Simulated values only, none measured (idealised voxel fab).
The name of this process module is voxel trench capacitor.
Square cell edge 5 nm, section width 190 nm, ID cut.
When this document writes out a cross-section, it uses a grid of square cells and lists it as bands, beginning at the top and moving down, with a band standing for one or more rows of cells. Look at the band entry: it leads with the top's height and the bottom's height in nm. Then it lists the materials left to right, with a width in nm for each. The word "all across" on a single material says that material fills the band edge to edge. The word "empty" is empty space. Height 0 is the level under which the wafer as received is all one material. The lowest band goes on downwards, as in "0..down". The two numbers in a width such as "30 to 40" mark its ends across the band: the first belongs to the top row of cells, the second to the bottom row, and from each row to the next the width moves by the same amount. You'll sometimes find "all unchanged" written for a step, and that's the way of saying that nowhere in the cross-section did a cell change during that step. Sealed void inventory: empty space of 8 cells or more with no open way to the top, each as width x height at its distance from the left edge, in nm. The remark found on a step's line after its settings is issued by the simulator itself and pertains to that step. A step's line can hold "overlay nm"; with a mask on that step, the setting says how far right of the planned place the mask lay, while a negative setting says it lay to the left.

STEPS PLANNED FOR THE PROCESS
1) RECEIVE: material Si
2) CONFORMAL_DEP: material SiN, thk nm 5
3) DIRECTIONAL_DEP: material aC, thk nm 15
4) PATTERN: tone open, mask id TRENCH, material resist, width nm 25, pitch nm 40, thk nm 35, overlay nm -15
5) DIRECTIONAL_ETCH: etch materials aC, depth nm 15
6) STRIP: etch materials resist
7) DIRECTIONAL_ETCH: etch materials SiN, depth nm 5
8) DIRECTIONAL_ETCH: etch materials Si, depth nm 30
9) STRIP: etch materials aC
10) CONFORMAL_DEP: material HfO2, thk nm 5
11) CONFORMAL_DEP: material TiN, thk nm 5
12) FILL_DEP: material W, thk nm 10
13) CMP: height nm 5
Split variable: overlay nm, step 4. Plan value = first wafer. Wafers start alike.

THE FIRST OF SEVERAL WAFERS IN CROSS-SECTION, EXACTLY AS IT REACHED US AFTER STEP 1
  0..down | Si all across
  Sealed void inventory: none

THE ROWS OF THE TABLE BELOW ARE WAFERS. LOOKING AT THE END OF THE MODULE, A ROW COUNTS, FOR EVERY MATERIAL, THE CELLS THE WAFER HAS GAINED, SHOWN AS (+), OR LOST, SHOWN AS (-), SINCE IT WAS RECEIVED; ITS CLOSED VOIDS COME NEXT
overlay nm -15, +34 HfO2, -60 Si, +28 SiN, +26 TiN, +10 W, Sealed void inventory: none
overlay nm -10, +34 HfO2, -60 Si, +28 SiN, +26 TiN, +10 W, Sealed void inventory: none
overlay nm -5, +34 HfO2, -60 Si, +28 SiN, +26 TiN, +10 W, Sealed void inventory: none
overlay nm 0, +34 HfO2, -60 Si, +28 SiN, +26 TiN, +10 W, Sealed void inventory: none
overlay nm 5, +34 HfO2, -60 Si, +28 SiN, +26 TiN, +10 W, Sealed void inventory: none
overlay nm 10, +34 HfO2, -60 Si, +28 SiN, +26 TiN, +10 W, Sealed void inventory: none
overlay nm 15, +34 HfO2, -60 Si, +28 SiN, +26 TiN, +10 W, Sealed void inventory: none
